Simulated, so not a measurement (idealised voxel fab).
process module | voxel ribs on slabs
cross-section cut | 205 nm wide | cells 5 nm
A cross-section is a grid of square cells, given in bands from the top down. A band is one or more rows of cells.
Each band's line starts with the height of the band's top and of its bottom, in nm. Then come its materials from left to right, each with its width in nm. One material with "throughout" fills the band from edge to edge. "air" is empty space.
Height 0 is the level under which the wafer as received is all one material. The lowest band goes on downwards, as in "0 down".
A width such as "30 to 40" changes by the same amount from each row of cells to the next, from the band's top row to its bottom row.
"no change" after a step means that no cell of the cross-section changed.
closed voids: empty space of 8 cells or more with no open way to the top, each as width x height at its distance from the left edge, in nm
after a step's settings: what the simulator itself notes on the step
overlay nm, on a step with a mask: how far to the right of its planned place the mask lay; to the left if negative
plan
1 op RECEIVE | material Si
2 op DIRECTIONAL_DEP | material SiO2 | thk nm 25
3 op DIRECTIONAL_DEP | material polySi | thk nm 20
4 op PATTERN | tone cover | mask id RIB | material resist | width nm 30 | thk nm 20 | overlay nm 0
5 op DIRECTIONAL_ETCH | etch materials polySi | depth nm 10
6 op STRIP | etch materials resist
7 op MASKED_ETCH | tone cover | mask id SLAB | width nm 60 | etch materials polySi | depth nm 10 | overlay nm 0
8 op FILL_DEP | material SiO2 | thk nm 25
9 op CMP | height nm 60
10 op DIRECTIONAL_DEP | material TiN | thk nm 5
11 op PATTERN | tone cover | mask id HEATER | material resist | width nm 40 | thk nm 20 | overlay nm 0
12 op DIRECTIONAL_ETCH | etch materials TiN | depth nm 5
13 op STRIP | etch materials resist
14 op CONFORMAL_DEP | material SiO2 | thk nm 10
as received, after step 1
  0 down: Si throughout
  closed voids: none
first wafer at the end, as planned
  75 to 70: air 70 | SiO2 60 | air 75
  70 to 65: SiO2 throughout
  65 to 60: SiO2 80 | TiN 40 | SiO2 85
  60 to 45: SiO2 throughout
  45 to 35: SiO2 85 | polySi 30 | SiO2 90
  35 to 25: SiO2 70 | polySi 60 | SiO2 75
  25 to 0: SiO2 throughout
  0 down: Si throughout
  closed voids: none
second wafer at the end: like start, like plan, one mistake
  75 to 70: air 70 | SiO2 60 | air 75
  70 to 65: SiO2 throughout
  65 to 60: SiO2 80 | TiN 40 | SiO2 85
  60 to 45: SiO2 throughout
  45 to 35: SiO2 95 | polySi 30 | SiO2 80
  35 to 25: SiO2 70 | polySi 60 | SiO2 75
  25 to 0: SiO2 throughout
  0 down: Si throughout
  closed voids: none
what went wrong: step 4 ran as: op PATTERN | tone cover | mask id RIB | material resist | width nm 30 | thk nm 20 | overlay nm 10
at the end the second wafer has, in cells: as many of each material as the first, in other places
